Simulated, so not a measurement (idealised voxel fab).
Process module heading - voxel fin reveal
Square cell edge 5 nm, section width 245 nm, ID cut.
Cross-section = grid of square cells, listed top down in bands; band = one or more rows. First you get the band's top height and its bottom height, in nm, and then the materials it's made of, left to right, with each width in nm. If you see a single material with "all across", that one covers the band edge to edge. "empty" is empty space. For the purposes of this specification, 0 denotes the height below which the wafer in its as-received condition is composed wholly of one material, and the lowermost band, lacking a lower limit, extends downward without end, as expressed in "0 and below". Per-row width for "30..40": begins at first number (top row of band), ends at second number (bottom row), increment between rows held constant. The designation "remained the same", where it is given for a processing step, indicates that no cell of the cross-section was altered in the course of that step. "Fully sealed cavities" lists enclosed empty spaces (at least 8 cells, no open path upward to the top), each as width x height at distance from the left edge, in nm. Whatever follows a step's settings on its line is a remark the simulator itself makes about that step. Among the settings permitted on a step's line is "overlay nm"; applied to a step with a mask, it specifies the extent to which the mask lay to the right of its planned position, whereas a negative figure signifies a position to the left.

The process steps that were planned are listed below:
1) RECEIVE, material Si
2) CONFORMAL_DEP, material SiN, thk nm 5
3) MASKED_ETCH, tone cover, mask id FINS, width nm 15, pitch nm 45, etch materials SiN, depth nm 5, overlay nm 0
4) MASKED_ETCH, tone cover, mask id FINS, width nm 15, pitch nm 45, etch materials Si, depth nm 30, overlay nm 0
5) OXIDIZE, depth nm 5
6) FILL_DEP, material SiO2, thk nm 10
7) CMP, height nm 5
8) SELECTIVE_ETCH, etch materials SiO2, depth nm 20
9) STRIP, etch materials SiN
10) CONFORMAL_DEP, material HfO2, thk nm 5

Wafer at receipt (post step 1), cross-section:
0 and below | Si all across
Fully sealed cavities: none

Wafer cross-section at module end: first of two, run to plan:
5 down to 0 | empty: 70; HfO2: 15; empty: 30; HfO2: 15; empty: 30; HfO2: 15; empty: 70
0 down to -10 | empty: 70; HfO2: 5; Si: 5; HfO2: 5; empty: 30; HfO2: 5; Si: 5; HfO2: 5; empty: 30; HfO2: 5; Si: 5; HfO2: 5; empty: 70
-10 down to -15 | HfO2: 75; Si: 5; HfO2: 40; Si: 5; HfO2: 40; Si: 5; HfO2: 75
-15 down to -35 | SiO2: 75; Si: 5; SiO2: 40; Si: 5; SiO2: 40; Si: 5; SiO2: 75
-35 and below | Si all across
Fully sealed cavities: none

Second wafer cross-section at end of module - shared start and plan with the first, one mistake in the run:
5 down to 0 | empty: 70; HfO2: 15; empty: 30; HfO2: 15; empty: 30; HfO2: 15; empty: 70
0 down to -30 | empty: 70; HfO2: 5; Si: 5; HfO2: 5; empty: 30; HfO2: 5; Si: 5; HfO2: 5; empty: 30; HfO2: 5; Si: 5; HfO2: 5; empty: 70
-30 down to -35 | HfO2: 75; Si: 5; HfO2: 40; Si: 5; HfO2: 40; Si: 5; HfO2: 75
-35 and below | Si all across
Fully sealed cavities: none
Error vs. plan: yeah, plan step 8 got run twice
Wrapping up, a cell-based count of both wafers puts the second over or under the first for these materials: HfO2 +24, SiO2 -184
